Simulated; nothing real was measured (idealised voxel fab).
process module | voxel ribs on slabs
cross-section cut | 280 nm wide | cells 5 nm
A cross-section is a grid of square cells, given in bands from the top down. A band is one or more rows of cells.
Each band's line starts with the height of the band's top and of its bottom, in nm. Then come its materials from left to right, each with its width in nm. One material with "throughout" fills the band from edge to edge. "air" is empty space.
Height 0 is the level under which the wafer as received is all one material. The lowest band goes on downwards, as in "0 down".
A width such as "30 to 40" changes by the same amount from each row of cells to the next, from the band's top row to its bottom row.
"no change" after a step means that no cell of the cross-section changed.
closed voids: empty space of 8 cells or more with no open way to the top, each as width x height at its distance from the left edge, in nm
after a step's settings: what the simulator itself notes on the step
overlay nm, on a step with a mask: how far to the right of its planned place the mask lay; to the left if negative
plan
1 op RECEIVE | material Si
2 op DIRECTIONAL_DEP | material SiO2 | thk nm 25
3 op DIRECTIONAL_DEP | material polySi | thk nm 15
4 op DIRECTIONAL_DEP | material aC | thk nm 10
5 op PATTERN | tone cover | mask id RIB | material resist | width nm 15 | thk nm 30 | overlay nm 0
6 op DIRECTIONAL_ETCH | etch materials aC | depth nm 10
7 op STRIP | etch materials resist
8 op DIRECTIONAL_ETCH | etch materials polySi | depth nm 10
9 op STRIP | etch materials aC
10 op MASKED_ETCH | tone cover | mask id SLAB | width nm 45 | etch materials polySi | depth nm 5 | overlay nm 0
11 op FILL_DEP | material SiO2 | thk nm 15
12 op CMP | height nm 50
13 op DIRECTIONAL_DEP | material TiN | thk nm 5
14 op MASKED_ETCH | tone cover | mask id HEATER | width nm 25 | etch materials TiN | depth nm 5 | overlay nm 0
15 op CONFORMAL_DEP | material SiO2 | thk nm 10
first wafer, as planned
as received, after step 1
  0 down: Si throughout
  closed voids: none
after step 2
  25 to 0: SiO2 throughout
  below 0: unchanged
after step 3
  40 to 25: polySi throughout
  below 25: unchanged
after step 4
  50 to 40: aC throughout
  below 40: unchanged
after step 5
  80 to 50: air 130 | resist 15 | air 135
  below 50: unchanged
after step 6
  70 to 50: air 130 | resist 15 | air 135
  50 to 40: air 130 | aC 15 | air 135
  below 40: unchanged
after step 7
  50 to 40: air 130 | aC 15 | air 135
  below 40: unchanged
after step 8
  50 to 40: air 130 | aC 15 | air 135
  40 to 30: air 130 | polySi 15 | air 135
  below 30: unchanged
after step 9
  40 to 30: air 130 | polySi 15 | air 135
  below 30: unchanged
after step 10
  40 to 30: air 130 | polySi 15 | air 135
  30 to 25: air 115 | polySi 45 | air 120
  below 25: unchanged
after step 11
  55 to 40: SiO2 throughout
  40 to 30: SiO2 130 | polySi 15 | SiO2 135
  30 to 25: SiO2 115 | polySi 45 | SiO2 120
  below 25: unchanged
after step 12
  50 to 40: SiO2 throughout
  below 40: unchanged
after step 13
  55 to 50: TiN throughout
  below 50: unchanged
after step 14
  55 to 50: air 125 | TiN 25 | air 130
  below 50: unchanged
after step 15
  65 to 60: air 115 | SiO2 45 | air 120
  60 to 55: SiO2 throughout
  55 to 50: SiO2 125 | TiN 25 | SiO2 130
  below 50: unchanged
second wafer: like start, like plan, one mistake. Through step 13 it matches the first wafer
when step 14 should have ended
  55 to 50: air 125 | TiN 30 | air 125
  below 50: unchanged
when step 15 should have ended
  65 to 60: air 115 | SiO2 50 | air 115
  60 to 55: SiO2 throughout
  55 to 50: SiO2 125 | TiN 30 | SiO2 125
  below 50: unchanged
what went wrong: step 14 ran as: op MASKED_ETCH | tone cover | mask id HEATER | width nm 30 | etch materials TiN | depth nm 5 | overlay nm 0
at the end the second wafer has, in cells: 1 more of TiN
